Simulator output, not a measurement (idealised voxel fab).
Process module heading - voxel transistor to metal
Cross-section cut spans 190 nm and uses square cells 5 nm in size.
For the purposes of this document, a cross-section shall be understood as a grid of square cells, specified as bands listed in top-to-bottom order, each band consisting of one or more rows of cells.
The band entry comprises the height of the band's top followed by the height of its bottom, expressed in nm, and subsequently the band's materials from left to right, each stated together with its width in nm. Where a single material is marked with the word "edge to edge", that material fills the band from edge to edge. The word "air" represents empty space.
Height 0 is the level under which the wafer as received is all one material. The lowest band goes on downwards, as in "top 0, no bottom".
With a width like "30..40", each row of cells in the band differs from the next by the same amount, the top row carrying the first number and the bottom row the second.
"nothing altered" for a step: no cell of the cross-section changed in that step.
Under "Voids, enclosed" you'll find the enclosed gaps, the ones with no way out to the top, that are 8 cells or bigger; each reads width x height at distance, with distance counted from the left edge, everything in nm.
Read whatever lies past the settings on a step's line as the simulator's own remark about the step.
overlay nm: right-of-plan distance of the mask on a masked step; negative values mean left-of-plan.

LISTED BELOW ARE THE PROCESS STEPS AS PLANNED
1) op RECEIVE | material Si
2) op CONFORMAL_DEP | material SiO2 | thk nm 5
3) op CONFORMAL_DEP | material SiN | thk nm 15
4) op MASKED_ETCH | tone cover | mask id ACTIVE | width nm 115 | etch materials SiN | depth nm 15 | overlay nm 0
5) op MASKED_ETCH | tone cover | mask id ACTIVE | width nm 115 | etch materials SiO2 | depth nm 5 | overlay nm 0
6) op MASKED_ETCH | tone cover | mask id ACTIVE | width nm 115 | etch materials Si | depth nm 30 | overlay nm 0
7) op OXIDIZE | depth nm 5
8) op FILL_DEP | material SiO2 | thk nm 10
9) op CMP | height nm 20
10) op SELECTIVE_ETCH | etch materials SiO2 | depth nm 15
11) op STRIP | etch materials SiN
12) op SELECTIVE_ETCH | etch materials SiO2 | depth nm 5
13) op OXIDIZE | depth nm 5
14) op DIRECTIONAL_DEP | material polySi | thk nm 25
15) op DIRECTIONAL_DEP | material SiCN | thk nm 10
16) op PATTERN | tone cover | mask id GATE | material resist | width nm 25 | thk nm 20 | overlay nm 0
17) op DIRECTIONAL_ETCH | etch materials SiCN | depth nm 20
18) op DIRECTIONAL_ETCH | etch materials polySi | depth nm 35
19) op STRIP | etch materials resist
20) op CONFORMAL_DEP | material SiO2 | thk nm 5
21) op DIRECTIONAL_ETCH | etch materials SiO2 | depth nm 5
22) op CONFORMAL_DEP | material SiN | thk nm 5
23) op DIRECTIONAL_ETCH | etch materials SiN | depth nm 5
24) op DIRECTIONAL_ETCH | etch materials SiO2 | depth nm 5
25) op EPI | material pSi | thk nm 5
26) op FILL_DEP | material SiO2 | thk nm 10
27) op CMP | height nm 35
28) op DIRECTIONAL_DEP | material SiO2 | thk nm 10
29) op MASKED_ETCH | tone open | mask id CONTACT | width nm 15 | pitch nm 80 | etch materials SiO2 | depth nm 45 | overlay nm 0
30) op CONFORMAL_DEP | material TiN | thk nm 5
31) op FILL_DEP | material Ru | thk nm 5
32) op CMP | height nm 45
33) op DIRECTIONAL_DEP | material TiN | thk nm 5
34) op DIRECTIONAL_DEP | material W | thk nm 25
35) op MASKED_ETCH | tone cover | mask id METAL_1 | width nm 15 | pitch nm 80 | etch materials W | depth nm 25 | overlay nm 0
36) op MASKED_ETCH | tone cover | mask id METAL_1 | width nm 15 | pitch nm 80 | etch materials TiN | depth nm 5 | overlay nm 0
37) op CONFORMAL_DEP | material SiCN | thk nm 5
38) op FILL_DEP | material SiO2 | thk nm 5
39) op CMP | height nm 75
40) op CONFORMAL_DEP | material SiN | thk nm 5

SHOWN IN CROSS-SECTION IS THE WAFER AS RECEIVED, THAT IS, AS IT STANDS AFTER STEP 1
> top 0, no bottom: Si edge to edge
> Voids, enclosed: none

AS-PLANNED RUN: CROSS-SECTION OF THE FIRST OF TWO WAFERS AT END OF MODULE
> top 80, bottom 75: SiN edge to edge
> top 75, bottom 50: 40 SiO2; 5 SiCN; 15 W; 5 SiCN; 55 SiO2; 5 SiCN; 15 W; 5 SiCN; 45 SiO2
> top 50, bottom 45: 45 SiCN; 15 TiN; 65 SiCN; 15 TiN; 50 SiCN
> top 45, bottom 35: 45 SiO2; 5 TiN; 5 Ru; 5 TiN; 65 SiO2; 5 TiN; 5 Ru; 5 TiN; 50 SiO2
> top 35, bottom 25: 45 SiO2; 5 TiN; 5 Ru; 5 TiN; 10 SiO2; 5 SiN; 5 SiO2; 25 SiCN; 5 SiO2; 5 SiN; 10 SiO2; 5 TiN; 5 Ru; 5 TiN; 50 SiO2
> top 25, bottom 5: 45 SiO2; 5 TiN; 5 Ru; 5 TiN; 10 SiO2; 5 SiN; 5 SiO2; 25 polySi; 5 SiO2; 5 SiN; 10 SiO2; 5 TiN; 5 Ru; 5 TiN; 50 SiO2
> top 5, bottom 0: 45 SiO2; 15 TiN; 10 SiO2; 5 SiN; 5 SiO2; 25 polySi; 5 SiO2; 5 SiN; 10 SiO2; 15 TiN; 50 SiO2
> top 0, bottom -5: 35 SiO2; 35 pSi; 45 SiO2; 35 pSi; 40 SiO2
> top -5, bottom -35: 40 SiO2; 105 Si; 45 SiO2
> top -35, no bottom: Si edge to edge
> Voids, enclosed: none

CROSS-SECTION AT END OF MODULE FOR THE SECOND WAFER OF TWO, WHICH MATCHED THE FIRST IN STARTING POINT AND PLAN AND DIFFERED BY ONE MISTAKE IN ITS PROCESSING
> top 80, bottom 75: SiN edge to edge
> top 75, bottom 50: 40 SiO2; 5 SiCN; 15 W; 5 SiCN; 55 SiO2; 5 SiCN; 15 W; 5 SiCN; 45 SiO2
> top 50, bottom 45: 45 SiCN; 15 TiN; 65 SiCN; 15 TiN; 50 SiCN
> top 45, bottom 35: 45 SiO2; 5 TiN; 5 Ru; 5 TiN; 65 SiO2; 5 TiN; 5 Ru; 5 TiN; 50 SiO2
> top 35, bottom 25: 45 SiO2; 5 TiN; 5 Ru; 5 TiN; 10 SiO2; 5 SiN; 5 SiO2; 25 SiCN; 5 SiO2; 5 SiN; 10 SiO2; 5 TiN; 5 Ru; 5 TiN; 50 SiO2
> top 25, bottom 5: 45 SiO2; 5 TiN; 5 Ru; 5 TiN; 10 SiO2; 5 SiN; 5 SiO2; 25 polySi; 5 SiO2; 5 SiN; 10 SiO2; 5 TiN; 5 Ru; 5 TiN; 50 SiO2
> top 5, bottom 0: 45 SiO2; 15 TiN; 10 SiO2; 5 SiN; 5 SiO2; 25 polySi; 5 SiO2; 5 SiN; 10 SiO2; 15 TiN; 50 SiO2
> top 0, bottom -5: 30 SiO2; 5 SiN; 5 SiO2; 30 pSi; 45 SiO2; 30 pSi; 5 SiO2; 5 SiN; 35 SiO2
> top -5, bottom -15: 30 SiO2; 5 SiN; 10 SiO2; 95 Si; 10 SiO2; 5 SiN; 35 SiO2
> top -15, bottom -20: 45 SiO2; 95 Si; 50 SiO2
> top -20, bottom -35: 40 SiO2; 105 Si; 45 SiO2
> top -35, no bottom: Si edge to edge
> Voids, enclosed: none
Finding, execution versus plan: heads up, step 10 of the plan got done twice
Materials where the second wafer ends with more or fewer cells than the first: 6 fewer of Si | 6 more of SiN | 2 more of SiO2 | 2 fewer of pSi
